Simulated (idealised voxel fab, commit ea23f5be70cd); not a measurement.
process module | voxel self aligned contacts
cross-section cut | 155 nm wide | cells 5 nm
A cross-section is a grid of square cells, given in bands from the top down. A band is one or more rows of cells.
Each band's line starts with the height of the band's top and of its bottom, in nm. Then come its materials from left to right, each with its width in nm. One material with "throughout" fills the band from edge to edge. "air" is empty space.
Height 0 is the level under which the wafer as received is all one material. The lowest band goes on downwards, as in "0 down".
A width such as "30 to 40" changes by the same amount from each row of cells to the next, from the band's top row to its bottom row.
"no change" after a step means that no cell of the cross-section changed.
closed voids: empty space of 8 cells or more with no open way to the top, each as width x height at its distance from the left edge, in nm
after a step's settings: what the simulator itself notes on the step
overlay nm, on a step with a mask: how far to the right of its planned place the mask lay; to the left if negative
plan
1 op RECEIVE | material Si
2 op OXIDIZE | depth nm 5
3 op DIRECTIONAL_DEP | material polySi | thk nm 20
4 op DIRECTIONAL_DEP | material SiN | thk nm 25
5 op MASKED_ETCH | tone cover | mask id GATE | width nm 35 | pitch nm 75 | etch materials SiN | depth nm 15 | overlay nm 0
6 op MASKED_ETCH | tone cover | mask id GATE | width nm 35 | pitch nm 75 | etch materials polySi | depth nm 20 | overlay nm 0
7 op CONFORMAL_DEP | material SiN | thk nm 10
8 op DIRECTIONAL_ETCH | etch materials SiN | depth nm 10
9 op FILL_DEP | material SiO2 | thk nm 15
10 op CMP | height nm 50
11 op DIRECTIONAL_DEP | material aC | thk nm 10
12 op PATTERN | tone open | mask id CONTACT | material resist | width nm 60 | thk nm 25 | overlay nm 0
13 op DIRECTIONAL_ETCH | etch materials aC | depth nm 10
14 op STRIP | etch materials resist
15 op DIRECTIONAL_ETCH | etch materials SiO2 | depth nm 55
16 op STRIP | etch materials aC
17 op CONFORMAL_DEP | material TiN | thk nm 5
18 op FILL_DEP | material W | thk nm 5
19 op CMP | height nm 50
20 op CONFORMAL_DEP | material SiCN | thk nm 5
varied across the wafers: depth nm of step 5. The plan shows the first wafer's value. All wafers start alike
first wafer as received, after step 1
  0 down: Si throughout
  closed voids: none
first wafer at the end, after step 20
  55 to 50: SiCN throughout
  50 to 45: SiO2 45 | TiN 25 | W 10 | TiN 25 | SiO2 50
  45 to 35: SiO2 10 | SiN 55 | TiN 5 | W 10 | TiN 5 | SiN 55 | SiO2 15
  35 to 30: SiO2 10 | SiN 55 | TiN 20 | SiN 55 | SiO2 15
  30 to 20: SiN throughout
  20 to 0: polySi throughout
  0 to -5: SiO2 throughout
  -5 down: Si throughout
  closed voids: none
last wafer at the end
  55 to 50: SiCN throughout
  50 to 45: SiO2 45 | TiN 25 | W 10 | TiN 25 | SiO2 50
  45 to 20: SiO2 10 | SiN 55 | TiN 5 | W 10 | TiN 5 | SiN 55 | SiO2 15
  20 to 0: SiO2 10 | SiN 10 | polySi 35 | SiN 10 | TiN 5 | W 10 | TiN 5 | SiN 10 | polySi 35 | SiN 10 | SiO2 15
  0 to -5: SiO2 65 | TiN 20 | SiO2 70
  -5 down: Si throughout
  closed voids: none
each wafer at the end: cells of each material gained (+) or lost (-) since it was received, then its closed voids
depth nm 15 | -31 Si | +31 SiCN | +128 SiN | +65 SiO2 | +18 TiN | +6 W | +124 polySi | closed voids: none
depth nm 20 | -31 Si | +31 SiCN | +119 SiN | +70 SiO2 | +20 TiN | +8 W | +124 polySi | closed voids: none
depth nm 25 | -31 Si | +31 SiCN | +142 SiN | +91 SiO2 | +32 TiN | +20 W | +56 polySi | closed voids: none
depth nm 30 | -31 Si | +31 SiCN | +142 SiN | +91 SiO2 | +32 TiN | +20 W | +56 polySi | closed voids: none
depth nm 35 | -31 Si | +31 SiCN | +142 SiN | +91 SiO2 | +32 TiN | +20 W | +56 polySi | closed voids: none
depth nm 40 | -31 Si | +31 SiCN | +142 SiN | +91 SiO2 | +32 TiN | +20 W | +56 polySi | closed voids: none
